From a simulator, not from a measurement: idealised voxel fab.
The document below concerns the process module designated voxel trench capacitor.
The width of the displayed cross-section, cut, is 290 nm; its cells are square, with a size of 5 nm.
Cross-section, as written here: a square-cell grid given band by band from the top down, where a band holds one or more rows of cells. Top, bottom (nm), then materials left to right with widths (nm); lone material tagged "edge to edge" fills the whole band edge to edge; "air" = empty space. The level at which height equals 0 is the one under which the wafer, as it arrives, is entirely one material. No lower edge exists for the bottom band, which continues downward and is notated as in "0 nm and below". The two numbers in a width such as "30->40" mark its ends across the band: the first belongs to the top row of cells, the second to the bottom row, and from each row to the next the width moves by the same amount. It should be understood that the words "changes: none", when stated for a given step, signify that the cross-section underwent no change in any of its cells during that step. Basically, "Enclosed internal cavities" tells you about the enclosed voids: empty spaces with no open way to the top, 8 cells or bigger, each written width x height at distance, where distance is from the left edge, all in nm. What comes after the settings on a step's line is commentary from the simulator itself on that step. For masked steps, "overlay nm" on the step line gives how far right of plan the mask actually lay; a minus sign means it lay to the left.

Process steps - plan
1) RECEIVE: material Si
2) CONFORMAL_DEP: material SiN, thk nm 10
3) PATTERN: tone open, mask id TRENCH, material resist, width nm 15, pitch nm 35, thk nm 15, overlay nm 0
4) DIRECTIONAL_ETCH: etch materials SiN, depth nm 10
5) DIRECTIONAL_ETCH: etch materials Si, depth nm 25
6) STRIP: etch materials resist
7) CONFORMAL_DEP: material Al2O3, thk nm 5
8) FILL_DEP: material polySi, thk nm 10
9) CMP: height nm 10

Wafer, first of two, run as planned

Cross-section: wafer on arrival = after step 1
    0 nm and below = Si edge to edge
    Enclosed internal cavities: none

Step 2 done - wafer cross-section
    10 nm to 0 nm = SiN edge to edge
    At heights below 0, the structure remains unaltered.

Step 3 done - wafer cross-section
    25 nm to 10 nm = 100 of resist, 15 of air, 20 of resist, 15 of air, 20 of resist, 15 of air, 105 of resist
    At heights below 10, the structure remains unaltered.

Step 4 done - wafer cross-section
    25 nm to 10 nm = 100 of resist, 15 of air, 20 of resist, 15 of air, 20 of resist, 15 of air, 105 of resist
    10 nm to 0 nm = 100 of SiN, 15 of air, 20 of SiN, 15 of air, 20 of SiN, 15 of air, 105 of SiN
    At heights below 0, the structure remains unaltered.

Step 5 done - wafer cross-section
    25 nm to 10 nm = 100 of resist, 15 of air, 20 of resist, 15 of air, 20 of resist, 15 of air, 105 of resist
    10 nm to 0 nm = 100 of SiN, 15 of air, 20 of SiN, 15 of air, 20 of SiN, 15 of air, 105 of SiN
    0 nm to -25 nm = 100 of Si, 15 of air, 20 of Si, 15 of air, 20 of Si, 15 of air, 105 of Si
    At heights below -25, the structure remains unaltered.

Step 6 done - wafer cross-section
    10 nm to 0 nm = 100 of SiN, 15 of air, 20 of SiN, 15 of air, 20 of SiN, 15 of air, 105 of SiN
    At heights below 0, the structure remains unaltered.

Step 7 done - wafer cross-section
    15 nm to 10 nm = 105 of Al2O3, 5 of air, 30 of Al2O3, 5 of air, 30 of Al2O3, 5 of air, 110 of Al2O3
    10 nm to 0 nm = 100 of SiN, 5 of Al2O3, 5 of air, 5 of Al2O3, 20 of SiN, 5 of Al2O3, 5 of air, 5 of Al2O3, 20 of SiN, 5 of Al2O3, 5 of air, 5 of Al2O3, 105 of SiN
    0 nm to -20 nm = 100 of Si, 5 of Al2O3, 5 of air, 5 of Al2O3, 20 of Si, 5 of Al2O3, 5 of air, 5 of Al2O3, 20 of Si, 5 of Al2O3, 5 of air, 5 of Al2O3, 105 of Si
    -20 nm to -25 nm = 100 of Si, 15 of Al2O3, 20 of Si, 15 of Al2O3, 20 of Si, 15 of Al2O3, 105 of Si
    At heights below -25, the structure remains unaltered.

Step 8 done - wafer cross-section
    25 nm to 15 nm = polySi edge to edge
    15 nm to 10 nm = 105 of Al2O3, 5 of polySi, 30 of Al2O3, 5 of polySi, 30 of Al2O3, 5 of polySi, 110 of Al2O3
    10 nm to 0 nm = 100 of SiN, 5 of Al2O3, 5 of polySi, 5 of Al2O3, 20 of SiN, 5 of Al2O3, 5 of polySi, 5 of Al2O3, 20 of SiN, 5 of Al2O3, 5 of polySi, 5 of Al2O3, 105 of SiN
    0 nm to -20 nm = 100 of Si, 5 of Al2O3, 5 of polySi, 5 of Al2O3, 20 of Si, 5 of Al2O3, 5 of polySi, 5 of Al2O3, 20 of Si, 5 of Al2O3, 5 of polySi, 5 of Al2O3, 105 of Si
    At heights below -20, the structure remains unaltered.

Step 9 done - wafer cross-section
    10 nm to 0 nm = 100 of SiN, 5 of Al2O3, 5 of polySi, 5 of Al2O3, 20 of SiN, 5 of Al2O3, 5 of polySi, 5 of Al2O3, 20 of SiN, 5 of Al2O3, 5 of polySi, 5 of Al2O3, 105 of SiN
    At heights below 0, the structure remains unaltered.

The second wafer: identical to the first at the outset and in its planned sequence, differing only in that one mistake was made during processing; up to and including step 2, its path is the first wafer's path

Second wafer, sectioned view, at step 3's planned end time
    25 nm to 10 nm = 95 of resist, 15 of air, 20 of resist, 15 of air, 20 of resist, 15 of air, 110 of resist
    At heights below 10, the structure remains unaltered.

Second wafer, sectioned view, at step 4's planned end time
    25 nm to 10 nm = 95 of resist, 15 of air, 20 of resist, 15 of air, 20 of resist, 15 of air, 110 of resist
    10 nm to 0 nm = 95 of SiN, 15 of air, 20 of SiN, 15 of air, 20 of SiN, 15 of air, 110 of SiN
    At heights below 0, the structure remains unaltered.

Second wafer, sectioned view, at step 5's planned end time
    25 nm to 10 nm = 95 of resist, 15 of air, 20 of resist, 15 of air, 20 of resist, 15 of air, 110 of resist
    10 nm to 0 nm = 95 of SiN, 15 of air, 20 of SiN, 15 of air, 20 of SiN, 15 of air, 110 of SiN
    0 nm to -25 nm = 95 of Si, 15 of air, 20 of Si, 15 of air, 20 of Si, 15 of air, 110 of Si
    At heights below -25, the structure remains unaltered.

Second wafer, sectioned view, at step 6's planned end time
    10 nm to 0 nm = 95 of SiN, 15 of air, 20 of SiN, 15 of air, 20 of SiN, 15 of air, 110 of SiN
    At heights below 0, the structure remains unaltered.

Second wafer, sectioned view, at step 7's planned end time
    15 nm to 10 nm = 100 of Al2O3, 5 of air, 30 of Al2O3, 5 of air, 30 of Al2O3, 5 of air, 115 of Al2O3
    10 nm to 0 nm = 95 of SiN, 5 of Al2O3, 5 of air, 5 of Al2O3, 20 of SiN, 5 of Al2O3, 5 of air, 5 of Al2O3, 20 of SiN, 5 of Al2O3, 5 of air, 5 of Al2O3, 110 of SiN
    0 nm to -20 nm = 95 of Si, 5 of Al2O3, 5 of air, 5 of Al2O3, 20 of Si, 5 of Al2O3, 5 of air, 5 of Al2O3, 20 of Si, 5 of Al2O3, 5 of air, 5 of Al2O3, 110 of Si
    -20 nm to -25 nm = 95 of Si, 15 of Al2O3, 20 of Si, 15 of Al2O3, 20 of Si, 15 of Al2O3, 110 of Si
    At heights below -25, the structure remains unaltered.

Second wafer, sectioned view, at step 8's planned end time
    25 nm to 15 nm = polySi edge to edge
    15 nm to 10 nm = 100 of Al2O3, 5 of polySi, 30 of Al2O3, 5 of polySi, 30 of Al2O3, 5 of polySi, 115 of Al2O3
    10 nm to 0 nm = 95 of SiN, 5 of Al2O3, 5 of polySi, 5 of Al2O3, 20 of SiN, 5 of Al2O3, 5 of polySi, 5 of Al2O3, 20 of SiN, 5 of Al2O3, 5 of polySi, 5 of Al2O3, 110 of SiN
    0 nm to -20 nm = 95 of Si, 5 of Al2O3, 5 of polySi, 5 of Al2O3, 20 of Si, 5 of Al2O3, 5 of polySi, 5 of Al2O3, 20 of Si, 5 of Al2O3, 5 of polySi, 5 of Al2O3, 110 of Si
    At heights below -20, the structure remains unaltered.

Second wafer, sectioned view, at step 9's planned end time
    10 nm to 0 nm = 95 of SiN, 5 of Al2O3, 5 of polySi, 5 of Al2O3, 20 of SiN, 5 of Al2O3, 5 of polySi, 5 of Al2O3, 20 of SiN, 5 of Al2O3, 5 of polySi, 5 of Al2O3, 110 of SiN
    At heights below 0, the structure remains unaltered.
The mistake made against the process plan was this: step 3 changed vs plan, executed as PATTERN: tone open, mask id TRENCH, material resist, width nm 15, pitch nm 35, thk nm 15, overlay nm -5
Final wafers compared: equal cell tally per material, rearranged layout.
